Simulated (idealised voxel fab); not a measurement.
process module | voxel wiring stack
cross-section cut | 265 nm wide | cells 5 nm
A cross-section is a grid of square cells, given in bands from the top down. A band is one or more rows of cells.
Each band's line starts with the height of the band's top and of its bottom, in nm. Then come its materials from left to right, each with its width in nm. One material with "throughout" fills the band from edge to edge. "air" is empty space.
Height 0 is the level under which the wafer as received is all one material. The lowest band goes on downwards, as in "0 down".
A width such as "30 to 40" changes by the same amount from each row of cells to the next, from the band's top row to its bottom row.
"no change" after a step means that no cell of the cross-section changed.
closed voids: empty space of 8 cells or more with no open way to the top, each as width x height at its distance from the left edge, in nm
after a step's settings: what the simulator itself notes on the step
overlay nm, on a step with a mask: how far to the right of its planned place the mask lay; to the left if negative
plan
1 op RECEIVE | material Si
2 op CONFORMAL_DEP | material SiO2 | thk nm 10
3 op CONFORMAL_DEP | material SiCN | thk nm 5
4 op DIRECTIONAL_DEP | material lowk | thk nm 20
5 op DIRECTIONAL_DEP | material aC | thk nm 15
6 op PATTERN | tone open | mask id METAL_1 | material resist | width nm 20 | pitch nm 45 | thk nm 35 | overlay nm 0
7 op DIRECTIONAL_ETCH | etch materials aC | depth nm 15
8 op STRIP | etch materials resist
9 op DIRECTIONAL_ETCH | etch materials lowk | depth nm 20
10 op DIRECTIONAL_ETCH | etch materials SiCN | depth nm 5
11 op STRIP | etch materials aC
12 op CONFORMAL_DEP | material TiN | thk nm 5
13 op FILL_DEP | material Cu | thk nm 10
14 op CMP | height nm 35
15 op EPI | material Ru | thk nm 5
16 op FILL_DEP | material SiCN | thk nm 5
17 op DIRECTIONAL_DEP | material lowk | thk nm 10
18 op MASKED_ETCH | tone open | mask id PLUG_1 | width nm 15 | pitch nm 45 | etch materials lowk | depth nm 10 | overlay nm 0
19 op MASKED_ETCH | tone open | mask id PLUG_1 | width nm 15 | pitch nm 45 | etch materials SiCN | depth nm 5 | overlay nm 0
20 op CONFORMAL_DEP | material TiN | thk nm 5
21 op FILL_DEP | material Cu | thk nm 5
22 op CMP | height nm 55
23 op CONFORMAL_DEP | material SiCN | thk nm 5
24 op DIRECTIONAL_DEP | material lowk | thk nm 25
25 op MASKED_ETCH | tone open | mask id METAL_2 | width nm 20 | pitch nm 45 | etch materials lowk | depth nm 25 | overlay nm 0
26 op MASKED_ETCH | tone open | mask id METAL_2 | width nm 20 | pitch nm 45 | etch materials SiCN | depth nm 5 | overlay nm 0
27 op CONFORMAL_DEP | material TiN | thk nm 5
28 op FILL_DEP | material Cu | thk nm 10
29 op CMP | height nm 85
30 op CONFORMAL_DEP | material SiCN | thk nm 5
31 op DIRECTIONAL_DEP | material lowk | thk nm 10
32 op PATTERN | tone open | mask id PLUG_2 | material resist | width nm 15 | pitch nm 45 | thk nm 20 | overlay nm 0
33 op DIRECTIONAL_ETCH | etch materials lowk | depth nm 10
34 op DIRECTIONAL_ETCH | etch materials SiCN | depth nm 5
35 op STRIP | etch materials resist
36 op CONFORMAL_DEP | material TiN | thk nm 5
37 op FILL_DEP | material W | thk nm 10
38 op CMP | height nm 100
39 op DIRECTIONAL_DEP | material TiN | thk nm 5
40 op DIRECTIONAL_DEP | material Ru | thk nm 20
41 op MASKED_ETCH | tone cover | mask id METAL_3 | width nm 20 | pitch nm 45 | etch materials Ru | depth nm 20 | overlay nm 0
42 op MASKED_ETCH | tone cover | mask id METAL_3 | width nm 20 | pitch nm 45 | etch materials TiN | depth nm 5 | overlay nm 0
43 op CONFORMAL_DEP | material SiN | thk nm 5
44 op FILL_DEP | material lowk | thk nm 5
45 op CMP | height nm 125
46 op CONFORMAL_DEP | material SiCN | thk nm 5
47 op DIRECTIONAL_DEP | material lowk | thk nm 20
48 op DIRECTIONAL_DEP | material aC | thk nm 15
49 op PATTERN | tone open | mask id PLUG_3 | material resist | width nm 15 | thk nm 30 | overlay nm 0
50 op DIRECTIONAL_ETCH | etch materials aC | depth nm 15
51 op STRIP | etch materials resist
52 op DIRECTIONAL_ETCH | etch materials lowk | depth nm 20
53 op DIRECTIONAL_ETCH | etch materials SiCN | depth nm 5
54 op STRIP | etch materials aC
55 op CONFORMAL_DEP | material TiN | thk nm 5
56 op FILL_DEP | material W | thk nm 10
57 op CMP | height nm 150
58 op CONFORMAL_DEP | material SiN | thk nm 5
59 op DIRECTIONAL_DEP | material lowk | thk nm 15
60 op PATTERN | tone open | mask id METAL_4 | material resist | width nm 15 | pitch nm 45 | thk nm 15 | overlay nm 0
61 op DIRECTIONAL_ETCH | etch materials lowk | depth nm 15
62 op DIRECTIONAL_ETCH | etch materials SiN | depth nm 5
63 op STRIP | etch materials resist
64 op CONFORMAL_DEP | material TiN | thk nm 5
65 op FILL_DEP | material Cu | thk nm 10
66 op CMP | height nm 170
67 op CONFORMAL_DEP | material SiCN | thk nm 5
varied across the wafers: width nm of step 60. The plan shows the first wafer's value. All wafers start alike
first wafer as received, after step 1
  0 down: Si throughout
  closed voids: none
each wafer at the end: cells of each material gained (+) or lost (-) since it was received, then its closed voids
width nm 15 | +46 Cu | +44 Ru | +328 SiCN | +108 SiN | +106 SiO2 | +117 TiN | +8 W | +1098 lowk | closed voids: none
width nm 20 | +52 Cu | +44 Ru | +328 SiCN | +106 SiN | +106 SiO2 | +119 TiN | +8 W | +1092 lowk | closed voids: none
width nm 25 | +58 Cu | +44 Ru | +328 SiCN | +104 SiN | +106 SiO2 | +121 TiN | +8 W | +1086 lowk | closed voids: none
width nm 30 | +64 Cu | +44 Ru | +328 SiCN | +102 SiN | +106 SiO2 | +123 TiN | +8 W | +1080 lowk | closed voids: none
